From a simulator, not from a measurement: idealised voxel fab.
This section sets out a process module, namely voxel tone inversion.
The width of the displayed cross-section, cut, is 300 nm; its cells are square, with a size of 5 nm.
Square cells in a grid make up a cross-section in this document, and the grid is given as bands, listed from the top down, each one or more rows of cells. Quick guide to a band line: top height, bottom height (nm) up front; then every material left to right with its width in nm. Only one material and it's marked "everywhere"? Then it fills the band edge to edge. And "air" just means empty space. A quick word on heights: they are counted from 0, and under that level the wafer as it came to us is one material throughout. The lowest band is different from the rest in having no bottom; it simply continues downward, written as in "z 0 and below". Width: "30..40" (first number = top row, second number = bottom row, same change from row to row of cells). A step reported as "changes: none" is a step in which no cell of the cross-section changed. "Enclosed cavities" contains a list of empty spaces, each no smaller than 8 cells and without an open way to the top, written in the form width x height at distance with the distance from the left edge and all three in nm. On a step's line, text after the settings is the simulator commenting on that step. "overlay nm", when on a step's line for a step with a mask, measures how far to the right of its planned place the mask lay; a negative measure means to the left.
This section lists the process steps that were planned
1) RECEIVE with material Si
2) CONFORMAL_DEP with material SiCN, thk nm 5
3) DIRECTIONAL_DEP with material polySi, thk nm 15
4) PATTERN with tone cover, mask id POSTS, material resist, width nm 20, pitch nm 40, thk nm 25, overlay nm 0
5) DIRECTIONAL_ETCH with etch materials polySi, depth nm 15
6) STRIP with etch materials resist
7) FILL_DEP with material SiO2, thk nm 5
8) CMP with height nm 20
9) STRIP with etch materials polySi
As-received state of the wafer in cross-section, equivalent to post-step 1
z 0 and below: Si everywhere
Enclosed cavities: none
Here's the cross-section of the first of our two wafers at the end of the module - it ran as planned
z 20 to 5: SiO2 (120), then air (20), then SiO2 (20), then air (20), then SiO2 (120)
z 5 to 0: SiCN everywhere
z 0 and below: Si everywhere
Enclosed cavities: none
Second wafer of the two, sectioned at the end of the module. It began like the first and followed the same plan, but one mistake was made while running it
z 20 to 5: SiO2 (120), then air (25), then SiO2 (15), then air (25), then SiO2 (115)
z 5 to 0: SiCN everywhere
z 0 and below: Si everywhere
Enclosed cavities: none
Want to know what went wrong? heads up, step 4 didn't go per plan, it actually ran as PATTERN with tone cover, mask id POSTS, material resist, width nm 25, pitch nm 40, thk nm 25, overlay nm 0
Final cells, second wafer relative to first, materials higher or lower: -6 SiO2
